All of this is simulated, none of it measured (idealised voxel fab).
The following is a process module called voxel double patterning.
260 nm wide, 5 nm square cells: that's cross-section cut.
A cross-section is written here as square cells arranged in a grid, and it is given in bands from the top down, each band taking up one or more rows of cells.
A band entry consists of two parts. The first gives the height of the band's top and the height of its bottom, in nm. The rest lists the band's materials from left to right, each with its width in nm. A single material labelled with the word "all across" fills the band from edge to edge, and the word "blank" marks empty space.
It should be noted that heights are counted from 0, beneath which the wafer as supplied is of one material throughout, and that the lowest band possesses no lower boundary but continues downward, as written in "0 nm and below".
The two numbers in a width such as "30->40" mark its ends across the band: the first belongs to the top row of cells, the second to the bottom row, and from each row to the next the width moves by the same amount.
"everything unchanged" means the step left every cell of the cross-section as it was.
Closed void inventory: empty space of 8 cells or more with no open way to the top, each as width x height at its distance from the left edge, in nm
It should be noted that, on the line of a given step, the content following the step's settings is a remark produced by the simulator itself with respect to that step.
overlay nm: right-of-plan distance of the mask on a masked step; negative values mean left-of-plan.

**The planned process steps are enumerated hereunder**
step 1: RECEIVE (material Si)
step 2: CONFORMAL_DEP (material SiO2; thk nm 5)
step 3: DIRECTIONAL_DEP (material TiN; thk nm 20)
step 4: DIRECTIONAL_DEP (material SiCN; thk nm 10)
step 5: DIRECTIONAL_DEP (material aC; thk nm 15)
step 6: PATTERN (tone open; mask id FIRST; material resist; width nm 15; pitch nm 50; thk nm 30; overlay nm -15)
step 7: DIRECTIONAL_ETCH (etch materials aC; depth nm 15)
step 8: STRIP (etch materials resist)
step 9: DIRECTIONAL_ETCH (etch materials SiCN; depth nm 10)
step 10: STRIP (etch materials aC)
step 11: MASKED_ETCH (tone open; mask id SECOND; width nm 15; etch materials SiCN; depth nm 10; overlay nm 0)
step 12: DIRECTIONAL_ETCH (etch materials TiN; depth nm 20)
step 13: STRIP (etch materials SiCN)
Wafer-to-wafer difference: overlay nm, step 6. Common start. Plan = first wafer's value.

**The first of several wafers in cross-section, exactly as it reached us after step 1**
  0 nm and below: Si all across
  Closed void inventory: none

**First wafer of several, cross-section, module end, after step 13 (last)**
  25 nm to 5 nm: TiN: 80, blank: 15, TiN: 25, blank: 25, TiN: 115
  5 nm to 0 nm: SiO2 all across
  0 nm and below: Si all across
  Closed void inventory: none

**End of module, last wafer sectioned**
  25 nm to 5 nm: TiN: 110, blank: 25, TiN: 25, blank: 15, TiN: 85
  5 nm to 0 nm: SiO2 all across
  0 nm and below: Si all across
  Closed void inventory: none

**Every row in this table is a wafer at the end of the module, and it gives, for each of the materials, the cells that wafer has gained (+) or lost (-) since it was received, then its closed voids**
overlay nm -15, +52 SiO2, +176 TiN, Closed void inventory: none
overlay nm -10, +52 SiO2, +172 TiN, Closed void inventory: none
overlay nm -5, +52 SiO2, +172 TiN, Closed void inventory: none
overlay nm 0, +52 SiO2, +172 TiN, Closed void inventory: none
overlay nm 5, +52 SiO2, +172 TiN, Closed void inventory: none
overlay nm 10, +52 SiO2, +172 TiN, Closed void inventory: none
overlay nm 15, +52 SiO2, +176 TiN, Closed void inventory: none
